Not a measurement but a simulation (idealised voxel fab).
Documented hereafter: the process module known as voxel air gaps.
Pictured: cross-section cut, 285 nm wide, on a grid of 5 nm square cells.
Each cross-section below is a grid of square cells, stated as bands in top-down order, with one or more rows of cells making up each band. Within each band entry, the heights of the top and of the bottom of the band appear first, in that order and in nm; the materials of the band then follow from left to right, each with its corresponding width in nm. The designation "everywhere" on a single material indicates that it fills the band from edge to edge; the designation "blank" indicates empty space. Where do heights start? At 0: under that level the wafer as delivered is made of one material only. And the lowest band has no floor; it just carries on downward, as in "z 0 and below". With a width like "30..40", each row of cells in the band differs from the next by the same amount, the top row carrying the first number and the bottom row the second. Step marked "left unchanged"? Then no cell in the cross-section changed in it. You'll see "Closed void entries" listing empty spaces that have no way open to the top, as long as they're 8 cells or more; the notation is width x height at distance, where the distance is from the left edge, and all of it is in nm. Anything after a step's settings on that line? It's the simulator's own note about the step. You can add "overlay nm" to a step's line. For a step with a mask, it describes how far the mask lay to the right of its planned position, and a negative number describes a lay to the left.

This section lists the process steps that were planned
1) RECEIVE: material Si
2) CONFORMAL_DEP: material SiO2, thk nm 15
3) CONFORMAL_DEP: material SiN, thk nm 5
4) DIRECTIONAL_DEP: material SiO2, thk nm 35
5) PATTERN: tone open, mask id LINES, material resist, width nm 25, pitch nm 50, thk nm 20, overlay nm 0
6) DIRECTIONAL_ETCH: etch materials SiO2, depth nm 35
7) STRIP: etch materials resist
8) CONFORMAL_DEP: material TiN, thk nm 5
9) FILL_DEP: material W, thk nm 5
10) CMP: height nm 55
11) EPI: material Ru, thk nm 10
12) SELECTIVE_ETCH: etch materials SiO2, depth nm 45
13) CONFORMAL_DEP: material SiCN, thk nm 5

Received-state cross-section, reflecting completion of step 1
    z 0 and below = Si everywhere
    Closed void entries: none

This is how the wafer looks in cross-section once the module is done, given the starting state and plan above and one mistake in carrying the plan out
    z 70 to 65 = 65 of blank  155 of SiCN  65 of blank
    z 65 to 55 = 65 of blank  5 of SiCN  45 of Ru  5 of SiCN  45 of Ru  5 of SiCN  45 of Ru  5 of SiCN  65 of blank
    z 55 to 50 = 65 of blank  15 of SiCN  5 of TiN  15 of W  5 of TiN  25 of SiCN  5 of TiN  15 of W  5 of TiN  25 of SiCN  5 of TiN  15 of W  5 of TiN  15 of SiCN  65 of blank
    z 50 to 40 = 75 of blank  5 of SiCN  5 of TiN  15 of W  5 of TiN  5 of SiCN  15 of blank  5 of SiCN  5 of TiN  15 of W  5 of TiN  5 of SiCN  15 of blank  5 of SiCN  5 of TiN  15 of W  5 of TiN  5 of SiCN  75 of blank
    z 40 to 35 = 80 of SiCN  25 of TiN  25 of SiCN  25 of TiN  25 of SiCN  25 of TiN  80 of SiCN
    z 35 to 30 = SiN everywhere
    z 30 to 0 = SiO2 everywhere
    z 0 and below = Si everywhere
    Closed void entries: none
Want to know what went wrong? step 2 of the plan was executed twice over
